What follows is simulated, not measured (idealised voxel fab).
voxel fin reveal: a process module
Shown is cross-section cut, with a width of 250 nm and square cells of size 5 nm.
Cross-section = grid of square cells, listed top down in bands; band = one or more rows.
Look at the band entry: it leads with the top's height and the bottom's height in nm. Then it lists the materials left to right, with a width in nm for each. The word "full width" on a single material says that material fills the band edge to edge. The word "blank" is empty space.
The level at which height equals 0 is the one under which the wafer, as it arrives, is entirely one material. No lower edge exists for the bottom band, which continues downward and is notated as in "top 0, no bottom".
The notation "30->40" denotes a width that varies across the rows of cells in the band, beginning at the first number in the top row, finishing at the second number in the bottom row, and changing by an identical amount from each row to the next.
Reading "nothing got changed" for a step: not a cell of the cross-section changed in it.
Enclosed voids (no open way to top), threshold 8 cells or more, entry "Closed void entries", notation width x height at distance, distance from left edge, nm.
Whatever follows a step's settings on its line is a remark the simulator itself makes about that step.
overlay nm: right-of-plan distance of the mask on a masked step; negative values mean left-of-plan.
Process steps - plan:
1,RECEIVE, material Si
2,CONFORMAL_DEP, material SiN, thk nm 10
3,DIRECTIONAL_DEP, material aC, thk nm 10
4,PATTERN, tone cover, mask id FINS, material resist, width nm 15, pitch nm 40, thk nm 30, overlay nm 0
5,DIRECTIONAL_ETCH, etch materials aC, depth nm 10
6,STRIP, etch materials resist
7,DIRECTIONAL_ETCH, etch materials SiN, depth nm 10
8,DIRECTIONAL_ETCH, etch materials Si, depth nm 40
9,STRIP, etch materials aC
10,FILL_DEP, material SiO2, thk nm 10
11,CMP, height nm 10
12,SELECTIVE_ETCH, etch materials SiO2, depth nm 30
13,STRIP, etch materials SiN
The first wafer of two, processed as planned:
As-received wafer cross-section (after step 1):
	top 0, no bottom  Si full width
	Closed void entries: none
Presented here is a cross-section of the wafer after step 2 has been performed:
	top 10, bottom 0  SiN full width
	Below 0, the layers are the same as they were.
Presented here is a cross-section of the wafer after step 3 has been performed:
	top 20, bottom 10  aC full width
	Below 10, the layers are the same as they were.
Presented here is a cross-section of the wafer after step 4 has been performed:
	top 50, bottom 20  blank (75); resist (15); blank (25); resist (15); blank (25); resist (15); blank (80)
	Below 20, the layers are the same as they were.
Presented here is a cross-section of the wafer after step 5 has been performed:
	top 40, bottom 20  blank (75); resist (15); blank (25); resist (15); blank (25); resist (15); blank (80)
	top 20, bottom 10  blank (75); aC (15); blank (25); aC (15); blank (25); aC (15); blank (80)
	Below 10, the layers are the same as they were.
Presented here is a cross-section of the wafer after step 6 has been performed:
	top 20, bottom 10  blank (75); aC (15); blank (25); aC (15); blank (25); aC (15); blank (80)
	Below 10, the layers are the same as they were.
Presented here is a cross-section of the wafer after step 7 has been performed:
	top 20, bottom 10  blank (75); aC (15); blank (25); aC (15); blank (25); aC (15); blank (80)
	top 10, bottom 0  blank (75); SiN (15); blank (25); SiN (15); blank (25); SiN (15); blank (80)
	Below 0, the layers are the same as they were.
Presented here is a cross-section of the wafer after step 8 has been performed:
	top 20, bottom 10  blank (75); aC (15); blank (25); aC (15); blank (25); aC (15); blank (80)
	top 10, bottom 0  blank (75); SiN (15); blank (25); SiN (15); blank (25); SiN (15); blank (80)
	top 0, bottom -40  blank (75); Si (15); blank (25); Si (15); blank (25); Si (15); blank (80)
	Below -40, the layers are the same as they were.
Presented here is a cross-section of the wafer after step 9 has been performed:
	top 10, bottom 0  blank (75); SiN (15); blank (25); SiN (15); blank (25); SiN (15); blank (80)
	Below 0, the layers are the same as they were.
Presented here is a cross-section of the wafer after step 10 has been performed:
	top 20, bottom 10  SiO2 full width
	top 10, bottom 0  SiO2 (75); SiN (15); SiO2 (25); SiN (15); SiO2 (25); SiN (15); SiO2 (80)
	top 0, bottom -40  SiO2 (75); Si (15); SiO2 (25); Si (15); SiO2 (25); Si (15); SiO2 (80)
	Below -40, the layers are the same as they were.
Presented here is a cross-section of the wafer after step 11 has been performed:
	top 10, bottom 0  SiO2 (75); SiN (15); SiO2 (25); SiN (15); SiO2 (25); SiN (15); SiO2 (80)
	Below 0, the layers are the same as they were.
Presented here is a cross-section of the wafer after step 12 has been performed:
	top 10, bottom 0  blank (75); SiN (15); blank (25); SiN (15); blank (25); SiN (15); blank (80)
	top 0, bottom -20  blank (75); Si (15); blank (25); Si (15); blank (25); Si (15); blank (80)
	Below -20, the layers are the same as they were.
Presented here is a cross-section of the wafer after step 13 has been performed:
	top 0, bottom -20  blank (75); Si (15); blank (25); Si (15); blank (25); Si (15); blank (80)
	Below -20, the layers are the same as they were.
Second wafer. Start and plan as for the first. One mistake made in running. Agrees with the first up to and including step 9:
Second wafer shown in cross-section at the time step 10 was slated to end:
	top 20, bottom 10  aC full width
	top 10, bottom 0  aC (75); SiN (15); aC (25); SiN (15); aC (25); SiN (15); aC (80)
	top 0, bottom -40  aC (75); Si (15); aC (25); Si (15); aC (25); Si (15); aC (80)
	Below -40, the layers are the same as they were.
Second wafer shown in cross-section at the time step 11 was slated to end:
	top 10, bottom 0  aC (75); SiN (15); aC (25); SiN (15); aC (25); SiN (15); aC (80)
	Below 0, the layers are the same as they were.
Second wafer shown in cross-section at the time step 12 was slated to end: nothing got changed
Second wafer shown in cross-section at the time step 13 was slated to end:
	top 10, bottom 0  aC (75); blank (15); aC (25); blank (15); aC (25); blank (15); aC (80)
	Below 0, the layers are the same as they were.
What broke from the plan during processing? step 10 ran differently from the plan; actual operation with settings: FILL_DEP, material aC, thk nm 10
FYI, end of process, the second wafer has more or fewer cells of some materials than the first: SiO2 -164; aC +410
